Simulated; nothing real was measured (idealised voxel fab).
Title: Process Module voxel transistor to metal
Square cell edge 5 nm, section width 295 nm, ID cut.
Just so we're on the same page, the cross-sections are grids of square cells, and they're listed out in bands top to bottom, each band one or more rows deep. Per band: top height and bottom height in nm, followed by the left-to-right materials and their widths in nm; "all across" marks a single material spanning edge to edge, "blank" marks empty space. Heads up on the height convention: 0 is the point under which the incoming wafer is all one material, and the lowest band has no bottom, it just keeps going down, like "top 0, no bottom". Read "30->40" as a graded width: first number on top, second number at the bottom, same change between each pair of neighbouring rows. "no alterations made" means the step left every cell of the cross-section as it was. In "Enclosed void inventory" the enclosed voids are listed, meaning empty spaces of 8 cells or larger without any opening to the top. The form is width x height at distance, distance from the left edge, units nm. If you see something after the settings on a step's line, that's the simulator's own remark about that step. Each step line may optionally specify "overlay nm", which for a step with a mask gives the rightward distance between the mask's planned place and where it lay, a negative value indicating the leftward direction.

# The steps planned for the process are as follows
1. op RECEIVE | material Si
2. op OXIDIZE | depth nm 5
3. op CONFORMAL_DEP | material SiN | thk nm 10
4. op DIRECTIONAL_DEP | material aC | thk nm 15
5. op PATTERN | tone cover | mask id ACTIVE | material resist | width nm 110 | pitch nm 140 | thk nm 30 | overlay nm 0
6. op DIRECTIONAL_ETCH | etch materials aC | depth nm 15
7. op STRIP | etch materials resist
8. op DIRECTIONAL_ETCH | etch materials SiN | depth nm 10
9. op DIRECTIONAL_ETCH | etch materials SiO2 | depth nm 5
10. op DIRECTIONAL_ETCH | etch materials Si | depth nm 30
11. op STRIP | etch materials aC
12. op FILL_DEP | material SiO2 | thk nm 5
13. op CMP | height nm 10
14. op SELECTIVE_ETCH | etch materials SiO2 | depth nm 5
15. op STRIP | etch materials SiN
16. op SELECTIVE_ETCH | etch materials SiO2 | depth nm 5
17. op OXIDIZE | depth nm 5
18. op DIRECTIONAL_DEP | material polySi | thk nm 30
19. op DIRECTIONAL_DEP | material SiCN | thk nm 10
20. op PATTERN | tone cover | mask id GATE | material resist | width nm 20 | pitch nm 140 | thk nm 20 | overlay nm 0
21. op DIRECTIONAL_ETCH | etch materials SiCN | depth nm 20
22. op DIRECTIONAL_ETCH | etch materials polySi | depth nm 40
23. op STRIP | etch materials resist
24. op CONFORMAL_DEP | material SiO2 | thk nm 5
25. op DIRECTIONAL_ETCH | etch materials SiO2 | depth nm 5
26. op CONFORMAL_DEP | material SiN | thk nm 5
27. op DIRECTIONAL_ETCH | etch materials SiN | depth nm 5
28. op DIRECTIONAL_ETCH | etch materials SiO2 | depth nm 5
29. op DIRECTIONAL_ETCH | etch materials Si | depth nm 10
30. op EPI | material SiGe | thk nm 15
31. op FILL_DEP | material SiO2 | thk nm 5
32. op CMP | height nm 35
33. op DIRECTIONAL_DEP | material SiO2 | thk nm 10
34. op PATTERN | tone open | mask id CONTACT | material resist | width nm 35 | thk nm 15 | overlay nm 0
35. op DIRECTIONAL_ETCH | etch materials SiO2 | depth nm 40
36. op STRIP | etch materials resist
37. op CONFORMAL_DEP | material TiN | thk nm 5
38. op FILL_DEP | material Ru | thk nm 5
39. op CMP | height nm 45
40. op DIRECTIONAL_DEP | material TiN | thk nm 5
41. op DIRECTIONAL_DEP | material W | thk nm 20
42. op DIRECTIONAL_DEP | material aC | thk nm 10
43. op PATTERN | tone cover | mask id METAL_1 | material resist | width nm 20 | thk nm 25 | overlay nm 0
44. op DIRECTIONAL_ETCH | etch materials aC | depth nm 10
45. op STRIP | etch materials resist
46. op DIRECTIONAL_ETCH | etch materials W | depth nm 20
47. op DIRECTIONAL_ETCH | etch materials TiN | depth nm 5
48. op STRIP | etch materials aC
49. op CONFORMAL_DEP | material SiN | thk nm 5
50. op FILL_DEP | material SiO2 | thk nm 10
51. op CMP | height nm 70
52. op CONFORMAL_DEP | material SiCN | thk nm 5

# The cross-section here shows the wafer as received, i.e. in its state after step 1
top 0, no bottom  Si all across
Enclosed void inventory: none

# Cross-section, first of two wafers, end of module, run as planned
top 75, bottom 70  SiCN all across
top 70, bottom 50  20 nm SiO2; 5 nm SiN; 20 nm W; 5 nm SiN; 50 nm SiO2; 5 nm SiN; 20 nm W; 5 nm SiN; 30 nm SiO2; 5 nm SiN; 20 nm W; 5 nm SiN; 50 nm SiO2; 5 nm SiN; 20 nm W; 5 nm SiN; 25 nm SiO2
top 50, bottom 45  25 nm SiN; 20 nm TiN; 60 nm SiN; 20 nm TiN; 40 nm SiN; 20 nm TiN; 60 nm SiN; 20 nm TiN; 30 nm SiN
top 45, bottom 35  25 nm SiO2; 5 nm TiN; 25->20 nm Ru; 5->10 nm TiN; 30 nm SiO2; 5->10 nm TiN; 25->20 nm Ru; 5 nm TiN; 40 nm SiO2; 5 nm TiN; 25->20 nm Ru; 5->10 nm TiN; 30 nm SiO2; 5->10 nm TiN; 25->20 nm Ru; 5 nm TiN; 30 nm SiO2
top 35, bottom 25  25 nm SiO2; 5 nm TiN; 20 nm Ru; 5 nm TiN; 5 nm SiN; 5 nm SiO2; 20 nm SiCN; 5 nm SiO2; 5 nm SiN; 5 nm TiN; 20 nm Ru; 5 nm TiN; 40 nm SiO2; 5 nm TiN; 20 nm Ru; 5 nm TiN; 5 nm SiN; 5 nm SiO2; 20 nm SiCN; 5 nm SiO2; 5 nm SiN; 5 nm TiN; 20 nm Ru; 5 nm TiN; 30 nm SiO2
top 25, bottom 10  25 nm SiO2; 5 nm TiN; 20 nm Ru; 5 nm TiN; 5 nm SiN; 5 nm SiO2; 20 nm polySi; 5 nm SiO2; 5 nm SiN; 5 nm TiN; 20 nm Ru; 5 nm TiN; 40 nm SiO2; 5 nm TiN; 20 nm Ru; 5 nm TiN; 5 nm SiN; 5 nm SiO2; 20 nm polySi; 5 nm SiO2; 5 nm SiN; 5 nm TiN; 20 nm Ru; 5 nm TiN; 30 nm SiO2
top 10, bottom 5  25 nm SiO2; 30 nm TiN; 5 nm SiN; 5 nm SiO2; 20 nm polySi; 5 nm SiO2; 5 nm SiN; 30 nm TiN; 40 nm SiO2; 30 nm TiN; 5 nm SiN; 5 nm SiO2; 20 nm polySi; 5 nm SiO2; 5 nm SiN; 30 nm TiN; 30 nm SiO2
top 5, bottom 0  20 nm SiO2; 35 nm SiGe; 5 nm SiN; 5 nm SiO2; 20 nm polySi; 5 nm SiO2; 5 nm SiN; 35 nm SiGe; 30 nm SiO2; 35 nm SiGe; 5 nm SiN; 5 nm SiO2; 20 nm polySi; 5 nm SiO2; 5 nm SiN; 35 nm SiGe; 25 nm SiO2
top 0, bottom -5  20 nm SiO2; 5 nm SiN; 30 nm SiGe; 5 nm SiN; 5 nm SiO2; 20 nm polySi; 5 nm SiO2; 5 nm SiN; 30 nm SiGe; 5 nm SiN; 30 nm SiO2; 5 nm SiN; 30 nm SiGe; 5 nm SiN; 5 nm SiO2; 20 nm polySi; 5 nm SiO2; 5 nm SiN; 30 nm SiGe; 5 nm SiN; 25 nm SiO2
top -5, bottom -10  25 nm SiO2; 30 nm SiGe; 40 nm SiO2; 30 nm SiGe; 40 nm SiO2; 30 nm SiGe; 40 nm SiO2; 30 nm SiGe; 30 nm SiO2
top -10, bottom -20  20 nm SiO2; 5 nm Si; 30 nm SiGe; 40 nm Si; 30 nm SiGe; 5 nm Si; 30 nm SiO2; 5 nm Si; 30 nm SiGe; 40 nm Si; 30 nm SiGe; 5 nm Si; 25 nm SiO2
top -20, bottom -35  20 nm SiO2; 110 nm Si; 30 nm SiO2; 110 nm Si; 25 nm SiO2
top -35, no bottom  Si all across
Enclosed void inventory: none

# Second wafer cross-section at end of module - shared start and plan with the first, one mistake in the run
top 75, bottom 70  SiCN all across
top 70, bottom 50  20 nm SiO2; 5 nm SiN; 20 nm W; 5 nm SiN; 50 nm SiO2; 5 nm SiN; 20 nm W; 5 nm SiN; 30 nm SiO2; 5 nm SiN; 20 nm W; 5 nm SiN; 50 nm SiO2; 5 nm SiN; 20 nm W; 5 nm SiN; 25 nm SiO2
top 50, bottom 45  25 nm SiN; 20 nm TiN; 60 nm SiN; 20 nm TiN; 40 nm SiN; 20 nm TiN; 60 nm SiN; 20 nm TiN; 30 nm SiN
top 45, bottom 35  25 nm SiO2; 5 nm TiN; 25->20 nm Ru; 5->10 nm TiN; 30 nm SiO2; 5->10 nm TiN; 25->20 nm Ru; 5 nm TiN; 40 nm SiO2; 5 nm TiN; 25->20 nm Ru; 5->10 nm TiN; 30 nm SiO2; 5->10 nm TiN; 25->20 nm Ru; 5 nm TiN; 30 nm SiO2
top 35, bottom 30  25 nm SiO2; 5 nm TiN; 20 nm Ru; 5 nm TiN; 5 nm SiN; 5 nm SiO2; 20 nm SiCN; 5 nm SiO2; 5 nm SiN; 5 nm TiN; 20 nm Ru; 5 nm TiN; 40 nm SiO2; 5 nm TiN; 20 nm Ru; 5 nm TiN; 5 nm SiN; 5 nm SiO2; 20 nm SiCN; 5 nm SiO2; 5 nm SiN; 5 nm TiN; 20 nm Ru; 5 nm TiN; 30 nm SiO2
top 30, bottom 15  25 nm SiO2; 5 nm TiN; 20 nm Ru; 5 nm TiN; 5 nm SiN; 5 nm SiO2; 20 nm polySi; 5 nm SiO2; 5 nm SiN; 5 nm TiN; 20 nm Ru; 5 nm TiN; 40 nm SiO2; 5 nm TiN; 20 nm Ru; 5 nm TiN; 5 nm SiN; 5 nm SiO2; 20 nm polySi; 5 nm SiO2; 5 nm SiN; 5 nm TiN; 20 nm Ru; 5 nm TiN; 30 nm SiO2
top 15, bottom 10  25 nm SiO2; 5 nm TiN; 5 nm Ru; 20 nm TiN; 5 nm SiN; 5 nm SiO2; 20 nm polySi; 5 nm SiO2; 5 nm SiN; 20 nm TiN; 5 nm Ru; 5 nm TiN; 40 nm SiO2; 5 nm TiN; 5 nm Ru; 20 nm TiN; 5 nm SiN; 5 nm SiO2; 20 nm polySi; 5 nm SiO2; 5 nm SiN; 20 nm TiN; 5 nm Ru; 5 nm TiN; 30 nm SiO2
top 10, bottom 5  25 nm SiO2; 15 nm TiN; 15 nm SiGe; 5 nm SiN; 5 nm SiO2; 20 nm polySi; 5 nm SiO2; 5 nm SiN; 15 nm SiGe; 15 nm TiN; 40 nm SiO2; 15 nm TiN; 15 nm SiGe; 5 nm SiN; 5 nm SiO2; 20 nm polySi; 5 nm SiO2; 5 nm SiN; 15 nm SiGe; 15 nm TiN; 30 nm SiO2
top 5, bottom 0  40 nm SiO2; 15 nm SiGe; 5 nm SiN; 5 nm SiO2; 20 nm polySi; 5 nm SiO2; 5 nm SiN; 15 nm SiGe; 70 nm SiO2; 15 nm SiGe; 5 nm SiN; 5 nm SiO2; 20 nm polySi; 5 nm SiO2; 5 nm SiN; 15 nm SiGe; 45 nm SiO2
top 0, bottom -5  15 nm SiO2; 40 nm SiGe; 40 nm SiO2; 40 nm SiGe; 20 nm SiO2; 40 nm SiGe; 40 nm SiO2; 40 nm SiGe; 20 nm SiO2
top -5, bottom -15  20 nm SiO2; 35 nm SiGe; 40 nm Si; 35 nm SiGe; 30 nm SiO2; 35 nm SiGe; 40 nm Si; 35 nm SiGe; 25 nm SiO2
top -15, bottom -35  20 nm SiO2; 110 nm Si; 30 nm SiO2; 110 nm Si; 25 nm SiO2
top -35, no bottom  Si all across
Enclosed void inventory: none
It is concluded that the wafer was processed incorrectly with respect to the plan, in that so 15 and 16 got swapped relative to the plan, each ran where the other was supposed to
Wafer comparison, final, in cells, second relative to first, materials more or fewer: Ru -12; Si +36; SiCN -8; SiGe -12; SiN -8; SiO2 +4
